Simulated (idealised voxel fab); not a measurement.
Title: Process Module voxel ribs on slabs
The figure presents cross-section cut, which has a width of 165 nm and is divided into square cells with an edge length of 5 nm.
Reading order for cross-sections: top band down to bottom band. Underlying form: a grid of square cells. Band size: one or more rows of cells.
Per band: top height and bottom height in nm, followed by the left-to-right materials and their widths in nm; "all across" marks a single material spanning edge to edge, "empty" marks empty space.
Ref level 0: as-received wafer is one material below here. Bottom band extends down with no lower bound ("z 0 and below").
Width "30->40": first value at the band's top row of cells, second value at its bottom row, equal change from row to row.
Step marked "everything unchanged"? Then no cell in the cross-section changed in it.
Closed empty spaces (no open way to the top) of 8 cells or more are what "Enclosed void entries" lists, each as width x height at distance from the left edge, nm for all three.
Where a step's line continues beyond its settings, the continuation is a remark by the simulator itself on that step.
Among the settings permitted on a step's line is "overlay nm"; applied to a step with a mask, it specifies the extent to which the mask lay to the right of its planned position, whereas a negative figure signifies a position to the left.

## Set out below are the planned steps of the process
1. RECEIVE [material Si]
2. DIRECTIONAL_DEP [material SiO2] [thk nm 30]
3. DIRECTIONAL_DEP [material polySi] [thk nm 20]
4. MASKED_ETCH [tone cover] [mask id RIB] [width nm 30] [etch materials polySi] [depth nm 15] [overlay nm 0]
5. MASKED_ETCH [tone cover] [mask id SLAB] [width nm 70] [etch materials polySi] [depth nm 5] [overlay nm 0]
6. FILL_DEP [material SiO2] [thk nm 20]
7. CMP [height nm 60]
8. DIRECTIONAL_DEP [material W] [thk nm 5]
9. PATTERN [tone cover] [mask id HEATER] [material resist] [width nm 40] [thk nm 20] [overlay nm 0]
10. DIRECTIONAL_ETCH [etch materials W] [depth nm 5]
11. STRIP [etch materials resist]
12. CONFORMAL_DEP [material SiO2] [thk nm 5]

## Incoming wafer in cross-section (state: after step 1)
    z 0 and below: Si all across
    Enclosed void entries: none

## first wafer at the end, as planned
    z 70 to 65: empty: 55 / SiO2: 50 / empty: 60
    z 65 to 60: SiO2: 60 / W: 40 / SiO2: 65
    z 60 to 50: SiO2 all across
    z 50 to 35: SiO2: 65 / polySi: 30 / SiO2: 70
    z 35 to 30: SiO2: 45 / polySi: 70 / SiO2: 50
    z 30 to 0: SiO2 all across
    z 0 and below: Si all across
    Enclosed void entries: none

## Wafer two cross-section, module end. Start and plan unchanged from wafer one; one mistake made during the run
    z 70 to 65: empty: 65 / SiO2: 50 / empty: 50
    z 65 to 60: SiO2: 70 / W: 40 / SiO2: 55
    z 60 to 50: SiO2 all across
    z 50 to 35: SiO2: 65 / polySi: 30 / SiO2: 70
    z 35 to 30: SiO2: 45 / polySi: 70 / SiO2: 50
    z 30 to 0: SiO2 all across
    z 0 and below: Si all across
    Enclosed void entries: none
Plan not followed: not per plan at step 9, really ran PATTERN [tone cover] [mask id HEATER] [material resist] [width nm 40] [thk nm 20] [overlay nm 10]
Matching per-material cell counts, mismatched positions: that is how the second wafer compares with the first at the end.
